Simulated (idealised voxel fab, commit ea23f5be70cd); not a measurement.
Process module in this document: voxel spacer lines
Xsec cut, 275 nm wide, square cell size 5 nm.
Format of a cross-section: grid, square cells. Given as bands. Order: top down. Band: one or more rows of cells.
Look at the band entry: it leads with the top's height and the bottom's height in nm. Then it lists the materials left to right, with a width in nm for each. The word "full width" on a single material says that material fills the band edge to edge. The word "air" is empty space.
Zero point of the height axis is 0; under it, received wafer = one material. Lowest band: continues down indefinitely, "0 down".
Note: "30 to 40" means the width goes from the first number (top row of the band) to the second number (bottom row) in equal steps per row of cells.
A step reported as "no alterations made" is a step in which no cell of the cross-section changed.
"Listed closed voids": empty spaces of 8 cells or more with no open way to the top, each given as width x height at distance, distance from the left edge, all in nm.
It should be noted that, on the line of a given step, the content following the step's settings is a remark produced by the simulator itself with respect to that step.
The optional step-line setting "overlay nm" applies to steps with a mask and quantifies how far to the right of its planned location the mask lay, a negative value indicating leftward placement.
Guide to the pairs. Each holds a before and an after cross-section around one process step; the after cross-section is cut off at the lowest band that changed. Look under the pair for the step between them and its settings. Pairs can come from different runs of this module on the same starting wafer, so a pair follows on from the one above it only where its entry headed "Incoming profile" says it does.
Incoming profile:
	35 to 15 | 45 air | 15 SiO2 | 15 air | 15 SiO2 | 15 air | 15 SiO2 | 15 air | 15 SiO2 | 15 air | 15 SiO2 | 15 air | 15 SiO2 | 65 air
	15 to 5 | SiN full width
	5 to 0 | Al2O3 full width
	0 down | Si full width
	Listed closed voids: none
Sectional View, Post-Process:
	35 to 15 | 45 air | 15 SiO2 | 15 air | 15 SiO2 | 15 air | 15 SiO2 | 15 air | 15 SiO2 | 15 air | 15 SiO2 | 15 air | 15 SiO2 | 65 air
	15 to 5 | 45 air | 15 SiN | 15 air | 15 SiN | 15 air | 15 SiN | 15 air | 15 SiN | 15 air | 15 SiN | 15 air | 15 SiN | 65 air
	Below 5 it's all the same as before, nothing changed down there.
	Listed closed voids: none
Looking at the two cross-sections above, the step in the middle is DIRECTIONAL_ETCH with etch materials SiN, depth nm 10
Incoming profile: identical to the post-step cross-section of the immediately preceding pair.
Sectional View, Post-Process:
	15 to 5 | 45 air | 15 SiN | 15 air | 15 SiN | 15 air | 15 SiN | 15 air | 15 SiN | 15 air | 15 SiN | 15 air | 15 SiN | 65 air
	Below 5 it's all the same as before, nothing changed down there.
	Listed closed voids: none
Looking at the two cross-sections above, the step in the middle is STRIP with etch materials SiO2
Incoming profile: identical to the post-step cross-section of the immediately preceding pair.
Sectional View, Post-Process:
	20 to 15 | lowk full width
	15 to 5 | 45 lowk | 15 SiN | 15 lowk | 15 SiN | 15 lowk | 15 SiN | 15 lowk | 15 SiN | 15 lowk | 15 SiN | 15 lowk | 15 SiN | 65 lowk
	Below 5 it's all the same as before, nothing changed down there.
	Listed closed voids: none
Looking at the two cross-sections above, the step in the middle is FILL_DEP with material lowk, thk nm 5
Incoming profile: identical to the post-step cross-section of the immediately preceding pair.
Sectional View, Post-Process:
	15 to 5 | 45 lowk | 15 SiN | 15 lowk | 15 SiN | 15 lowk | 15 SiN | 15 lowk | 15 SiN | 15 lowk | 15 SiN | 15 lowk | 15 SiN | 65 lowk
	Below 5 it's all the same as before, nothing changed down there.
	Listed closed voids: none
Looking at the two cross-sections above, the step in the middle is CMP with height nm 15
Incoming profile:
	0 down | Si full width
	Listed closed voids: none
Sectional View, Post-Process:
	5 to 0 | lowk full width
	Below 0 it's all the same as before, nothing changed down there.
	Listed closed voids: none
Looking at the two cross-sections above, the step in the middle is CONFORMAL_DEP with material lowk, thk nm 5
Incoming profile: identical to the post-step cross-section of the immediately preceding pair.
Sectional View, Post-Process:
	15 to 5 | SiN full width
	Below 5 it's all the same as before, nothing changed down there.
	Listed closed voids: none
Looking at the two cross-sections above, the step in the middle is DIRECTIONAL_DEP with material SiN, thk nm 10
Incoming profile: identical to the post-step cross-section of the immediately preceding pair.
Sectional View, Post-Process:
	35 to 15 | aC full width
	Below 15 it's all the same as before, nothing changed down there.
	Listed closed voids: none
Looking at the two cross-sections above, the step in the middle is DIRECTIONAL_DEP with material aC, thk nm 20
Incoming profile: identical to the post-step cross-section of the immediately preceding pair.
Sectional View, Post-Process:
	65 to 35 | 70 air | 15 resist | 45 air | 15 resist | 45 air | 15 resist | 70 air
	Below 35 it's all the same as before, nothing changed down there.
	Listed closed voids: none
Looking at the two cross-sections above, the step in the middle is PATTERN with tone cover, mask id MANDREL, material resist, width nm 15, pitch nm 60, thk nm 30, overlay nm 0
Incoming profile: identical to the post-step cross-section of the immediately preceding pair.
Sectional View, Post-Process:
	45 to 35 | 70 air | 15 resist | 45 air | 15 resist | 45 air | 15 resist | 70 air
	35 to 15 | 70 air | 15 aC | 45 air | 15 aC | 45 air | 15 aC | 70 air
	Below 15 it's all the same as before, nothing changed down there.
	Listed closed voids: none
Looking at the two cross-sections above, the step in the middle is DIRECTIONAL_ETCH with etch materials aC, depth nm 20
Incoming profile: identical to the post-step cross-section of the immediately preceding pair.
Sectional View, Post-Process:
	35 to 15 | 70 air | 15 aC | 45 air | 15 aC | 45 air | 15 aC | 70 air
	Below 15 it's all the same as before, nothing changed down there.
	Listed closed voids: none
Looking at the two cross-sections above, the step in the middle is STRIP with etch materials resist
Incoming profile: identical to the post-step cross-section of the immediately preceding pair.
Sectional View, Post-Process:
	50 to 35 | 55 air | 45 SiO2 | 15 air | 45 SiO2 | 15 air | 45 SiO2 | 55 air
	35 to 30 | 55 air | 15 SiO2 | 15 aC | 15 SiO2 | 15 air | 15 SiO2 | 15 aC | 15 SiO2 | 15 air | 15 SiO2 | 15 aC | 15 SiO2 | 55 air
	30 to 15 | 70 SiO2 | 15 aC | 45 SiO2 | 15 aC | 45 SiO2 | 15 aC | 70 SiO2
	Below 15 it's all the same as before, nothing changed down there.
	Listed closed voids: none
Looking at the two cross-sections above, the step in the middle is CONFORMAL_DEP with material SiO2, thk nm 15
Incoming profile: identical to the post-step cross-section of the immediately preceding pair.
Sectional View, Post-Process:
	35 to 15 | 55 air | 15 SiO2 | 15 aC | 15 SiO2 | 15 air | 15 SiO2 | 15 aC | 15 SiO2 | 15 air | 15 SiO2 | 15 aC | 15 SiO2 | 55 air
	Below 15 it's all the same as before, nothing changed down there.
	Listed closed voids: none
Looking at the two cross-sections above, the step in the middle is DIRECTIONAL_ETCH with etch materials SiO2, depth nm 15
Incoming profile: identical to the post-step cross-section of the immediately preceding pair.
Sectional View, Post-Process:
	35 to 15 | 55 air | 15 SiO2 | 15 air | 15 SiO2 | 15 air | 15 SiO2 | 15 air | 15 SiO2 | 15 air | 15 SiO2 | 15 air | 15 SiO2 | 55 air
	Below 15 it's all the same as before, nothing changed down there.
	Listed closed voids: none
Looking at the two cross-sections above, the step in the middle is STRIP with etch materials aC
Incoming profile: identical to the post-step cross-section of the immediately preceding pair.
Sectional View, Post-Process:
	35 to 15 | 55 air | 15 SiO2 | 15 air | 15 SiO2 | 15 air | 15 SiO2 | 15 air | 15 SiO2 | 15 air | 15 SiO2 | 15 air | 15 SiO2 | 55 air
	15 to 5 | 55 air | 15 SiN | 15 air | 15 SiN | 15 air | 15 SiN | 15 air | 15 SiN | 15 air | 15 SiN | 15 air | 15 SiN | 55 air
	Below 5 it's all the same as before, nothing changed down there.
	Listed closed voids: none
Looking at the two cross-sections above, the step in the middle is DIRECTIONAL_ETCH with etch materials SiN, depth nm 10
Incoming profile: identical to the post-step cross-section of the immediately preceding pair.
Sectional View, Post-Process:
	15 to 5 | 55 air | 15 SiN | 15 air | 15 SiN | 15 air | 15 SiN | 15 air | 15 SiN | 15 air | 15 SiN | 15 air | 15 SiN | 55 air
	Below 5 it's all the same as before, nothing changed down there.
	Listed closed voids: none
Looking at the two cross-sections above, the step in the middle is STRIP with etch materials SiO2
Incoming profile: identical to the post-step cross-section of the immediately preceding pair.
Sectional View, Post-Process:
	20 to 15 | lowk full width
	15 to 5 | 55 lowk | 15 SiN | 15 lowk | 15 SiN | 15 lowk | 15 SiN | 15 lowk | 15 SiN | 15 lowk | 15 SiN | 15 lowk | 15 SiN | 55 lowk
	Below 5 it's all the same as before, nothing changed down there.
	Listed closed voids: none
Looking at the two cross-sections above, the step in the middle is FILL_DEP with material lowk, thk nm 5
Incoming profile: identical to the post-step cross-section of the immediately preceding pair.
Sectional View, Post-Process:
	15 to 5 | 55 lowk | 15 SiN | 15 lowk | 15 SiN | 15 lowk | 15 SiN | 15 lowk | 15 SiN | 15 lowk | 15 SiN | 15 lowk | 15 SiN | 55 lowk
	Below 5 it's all the same as before, nothing changed down there.
	Listed closed voids: none
Looking at the two cross-sections above, the step in the middle is CMP with height nm 15
